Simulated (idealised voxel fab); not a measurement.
Process module name: voxel released beams
The figure presents cross-section cut, which has a width of 195 nm and is divided into square cells with an edge length of 5 nm.
Bands, listed from the top down, are how a cross-section gets written in this document; the cross-section itself is a grid of square cells, and a band is one or more rows of them.
It is stipulated that each band's entry specify, in nanometres, the height of the top of the band and then that of its bottom, followed by the materials of the band in left-to-right sequence, each together with its width in nanometres. A single material marked by the word "edge to edge" is understood to fill the band from edge to edge; the word "empty" is understood to denote empty space.
Heads up on the height convention: 0 is the point under which the incoming wafer is all one material, and the lowest band has no bottom, it just keeps going down, like "0 -> down".
A width such as "30 to 40" changes by the same amount from each row of cells to the next, from the band's top row to its bottom row.
Where the words "same as before" appear for a step, the cross-section shows no cell changed by that step; every cell remained as before.
"Trapped void list" contains a list of empty spaces, each no smaller than 8 cells and without an open way to the top, written in the form width x height at distance with the distance from the left edge and all three in nm.
Post-settings text on a step line: simulator's own remark regarding the step.
If you see "overlay nm" on a step's line and that step has a mask, it's telling you how far right of where it was planned the mask ended up; a negative number means it went left instead.
Below is the list of planned process steps:
1) RECEIVE,material Si
2) CONFORMAL_DEP,material SiN,thk nm 5
3) DIRECTIONAL_DEP,material SiO2,thk nm 10
4) MASKED_ETCH,tone open,mask id ANCHOR,width nm 45,etch materials SiO2,depth nm 10,overlay nm 0
5) CONFORMAL_DEP,material TiN,thk nm 15
6) DIRECTIONAL_DEP,material aC,thk nm 10
7) PATTERN,tone cover,mask id BEAM,material resist,width nm 120,thk nm 30,overlay nm 0
8) DIRECTIONAL_ETCH,etch materials aC,depth nm 10
9) STRIP,etch materials resist
10) DIRECTIONAL_ETCH,etch materials TiN,depth nm 15
11) STRIP,etch materials aC
12) STRIP,etch materials SiO2
Across this set of wafers, the varied parameter is the thk nm of step 2. Starting conditions are identical for every wafer, and the plan reports the value assigned to the first wafer.
First of several wafers (as received, post step 1), cross-sectional view:
0 -> down = Si edge to edge
Trapped void list: none
What follows is a table in which each wafer occupies a row; for the wafer as it stands at the close of the module, the row states, material by material, how many cells have been gained (+) or lost (-) since receipt, and then gives its closed voids:
thk nm 5; +39 SiN; +84 TiN; Trapped void list: none
thk nm 10; +78 SiN; +84 TiN; Trapped void list: none
thk nm 15; +117 SiN; +84 TiN; Trapped void list: none
thk nm 20; +156 SiN; +84 TiN; Trapped void list: none
